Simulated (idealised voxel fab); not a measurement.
Proc. module: voxel gate over fins
The cross-section on display is named cut; it measures 230 nm wide, and its cells are 5 nm squares.
We lay out every cross-section as a grid of square cells and spell it out in bands from the top down, where one band means one or more rows of cells. The entry gives the band's vertical extent as a top height and a bottom height in nm, then its horizontal make-up as materials from left to right, each with a width in nm. "blank" stands for empty space; a single material marked "edge to edge" fills the band edge to edge. Measure heights from 0. That's the level where, below it, the as-received wafer is all one material. The lowest band is bottomless and extends downward; write it as in "from 0 down". It should be noted that a width expressed as "30..40" varies in equal increments from row to row of cells within the band, taking the value of the first number at the top row and that of the second number at the bottom row. It should be understood that the words "nothing changed", when stated for a given step, signify that the cross-section underwent no change in any of its cells during that step. The entry "Closed empty spaces" lists the empty spaces that cover at least 8 cells and have no open path to the top. Each is written as width x height at distance, where the distance is measured from the left edge and all three values are in nm. Step line, after settings: the simulator's comment on this step. overlay nm: where the mask lay relative to plan, measured to the right, on steps with a mask; negatives go left.
BELOW IS THE LIST OF PLANNED PROCESS STEPS
1: RECEIVE,material Si
2: CONFORMAL_DEP,material SiN,thk nm 10
3: MASKED_ETCH,tone cover,mask id FINS,width nm 15,pitch nm 50,etch materials SiN,depth nm 10,overlay nm 0
4: MASKED_ETCH,tone cover,mask id FINS,width nm 15,pitch nm 50,etch materials Si,depth nm 35,overlay nm 0
5: FILL_DEP,material SiO2,thk nm 5
6: CMP,height nm 10
7: MASKED_ETCH,tone open,mask id RAIL,width nm 15,etch materials SiO2,depth nm 40,overlay nm 0
8: CONFORMAL_DEP,material TiN,thk nm 5
9: FILL_DEP,material Ru,thk nm 10
10: CMP,height nm 10
11: SELECTIVE_ETCH,etch materials W Ru TiN,depth nm 35
12: FILL_DEP,material SiO2,thk nm 5
13: CMP,height nm 10
14: SELECTIVE_ETCH,etch materials SiO2,depth nm 25
15: STRIP,etch materials SiN
16: CONFORMAL_DEP,material HfO2,thk nm 5
17: CONFORMAL_DEP,material TiN,thk nm 5
18: CONFORMAL_DEP,material TiAl,thk nm 5
19: CONFORMAL_DEP,material TiN,thk nm 5
20: FILL_DEP,material W,thk nm 10
21: CMP,height nm 25
22: CONFORMAL_DEP,material SiCN,thk nm 5
STEP 1 COMPLETE: CROSS-SECTION OF THE WAFER AS RECEIVED
from 0 down  Si edge to edge
Closed empty spaces: none
THE PLAN ABOVE WAS CARRIED OUT ON THE STARTING STRUCTURE ABOVE WITH ONE MISTAKE, AND THIS CROSS-SECTION SHOWS THE WAFER AT THE END OF THE MODULE
from 30 to 25  SiCN edge to edge
from 25 to 20  W edge to edge
from 20 to 15  W 60, TiN 105, W 65
from 15 to 10  W 60, TiN 5, TiAl 45, TiN 5, TiAl 45, TiN 5, W 65
from 10 to 5  W 60, TiN 5, TiAl 5, TiN 35, TiAl 5, TiN 5, TiAl 5, TiN 35, TiAl 5, TiN 5, W 65
from 5 to 0  TiN 65, TiAl 5, TiN 5, HfO2 25, TiN 5, TiAl 5, TiN 5, TiAl 5, TiN 5, HfO2 25, TiN 5, TiAl 5, TiN 70
from 0 to -5  TiAl 70, TiN 5, HfO2 5, Si 15, HfO2 5, TiN 5, TiAl 15, TiN 5, HfO2 5, Si 15, HfO2 5, TiN 5, TiAl 75
from -5 to -10  TiN 75, HfO2 5, Si 15, HfO2 5, TiN 25, HfO2 5, Si 15, HfO2 5, TiN 80
from -10 to -15  HfO2 80, Si 15, HfO2 35, Si 15, HfO2 85
from -15 to -25  SiO2 80, Si 15, SiO2 35, Si 15, SiO2 85
from -25 to -30  TiN 80, Si 15, TiN 10, SiO2 15, TiN 10, Si 15, TiN 85
from -30 to -35  SiO2 80, Si 15, SiO2 35, Si 15, SiO2 85
from -35 down  Si edge to edge
Closed empty spaces: none
It is concluded that the wafer was processed incorrectly with respect to the plan, in that in deviation from the planned setting, step 7 was conducted as MASKED_ETCH,tone cover,mask id RAIL,width nm 15,etch materials SiO2,depth nm 40,overlay nm 0
